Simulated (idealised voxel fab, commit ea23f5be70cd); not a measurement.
Proc. module: voxel self aligned vias
We display cut, a cross-section 215 nm in width whose square cells are each 5 nm.
Cross-section = grid of square cells, listed top down in bands; band = one or more rows.
The band entry comprises the height of the band's top followed by the height of its bottom, expressed in nm, and subsequently the band's materials from left to right, each stated together with its width in nm. Where a single material is marked with the word "all across", that material fills the band from edge to edge. The word "blank" represents empty space.
The level at which height equals 0 is the one under which the wafer, as it arrives, is entirely one material. No lower edge exists for the bottom band, which continues downward and is notated as in "0 down".
Read "30->40" as a graded width: first number on top, second number at the bottom, same change between each pair of neighbouring rows.
Step note "remains unaltered" = no cross-section cell changed.
Any empty space of 8 cells or more lacking an open way to the top shows up in "Enclosed void catalog" as width x height at distance, distance from the left edge, in nm.
Text after the settings on a step's line: the simulator's own remark on that step.
A step's line can hold "overlay nm"; with a mask on that step, the setting says how far right of the planned place the mask lay, while a negative setting says it lay to the left.

### List of planned process steps
step 1: RECEIVE: material Si
step 2: CONFORMAL_DEP: material SiO2, thk nm 15
step 3: CONFORMAL_DEP: material SiCN, thk nm 5
step 4: DIRECTIONAL_DEP: material lowk, thk nm 30
step 5: PATTERN: tone open, mask id LINES, material resist, width nm 30, pitch nm 70, thk nm 15, overlay nm 0
step 6: DIRECTIONAL_ETCH: etch materials lowk, depth nm 30
step 7: STRIP: etch materials resist
step 8: CONFORMAL_DEP: material TiN, thk nm 5
step 9: FILL_DEP: material W, thk nm 10
step 10: CMP: height nm 50
step 11: SELECTIVE_ETCH: etch materials W Ru TiN, depth nm 5
step 12: FILL_DEP: material SiN, thk nm 5
step 13: CMP: height nm 50
step 14: DIRECTIONAL_DEP: material lowk, thk nm 15
step 15: MASKED_ETCH: tone open, mask id VIAS, width nm 50, pitch nm 70, etch materials lowk, depth nm 15, overlay nm 0
step 16: MASKED_ETCH: tone open, mask id VIAS, width nm 50, pitch nm 70, etch materials SiN, depth nm 5, overlay nm -15
step 17: CONFORMAL_DEP: material TiN, thk nm 5
step 18: FILL_DEP: material W, thk nm 5
step 19: CMP: height nm 65
step 20: CONFORMAL_DEP: material SiCN, thk nm 5
The overlay nm used in step 16 is not the same on every wafer, whereas the starting condition is; the value printed in the plan is the first wafer's.

### Cross-section of the first of several wafers as received (after step 1)
> 0 down = Si all across
> Enclosed void catalog: none

### Tabulated below, wafer by wafer, are the end-of-module results: for each material, the number of cells gained (+) or lost (-) relative to the as-received state, followed by the closed voids
overlay nm -15, +86 SiCN, +2 SiN, +129 SiO2, +60 TiN, +70 W, +255 lowk, Enclosed void catalog: none
overlay nm -10, +86 SiCN, +129 SiO2, +60 TiN, +72 W, +255 lowk, Enclosed void catalog: none
overlay nm -5, +86 SiCN, +129 SiO2, +60 TiN, +72 W, +255 lowk, Enclosed void catalog: none
overlay nm 0, +86 SiCN, +129 SiO2, +60 TiN, +72 W, +255 lowk, Enclosed void catalog: none
overlay nm 5, +86 SiCN, +129 SiO2, +60 TiN, +72 W, +255 lowk, Enclosed void catalog: none
overlay nm 10, +86 SiCN, +129 SiO2, +60 TiN, +72 W, +255 lowk, Enclosed void catalog: none
overlay nm 15, +86 SiCN, +2 SiN, +129 SiO2, +60 TiN, +70 W, +255 lowk, Enclosed void catalog: none
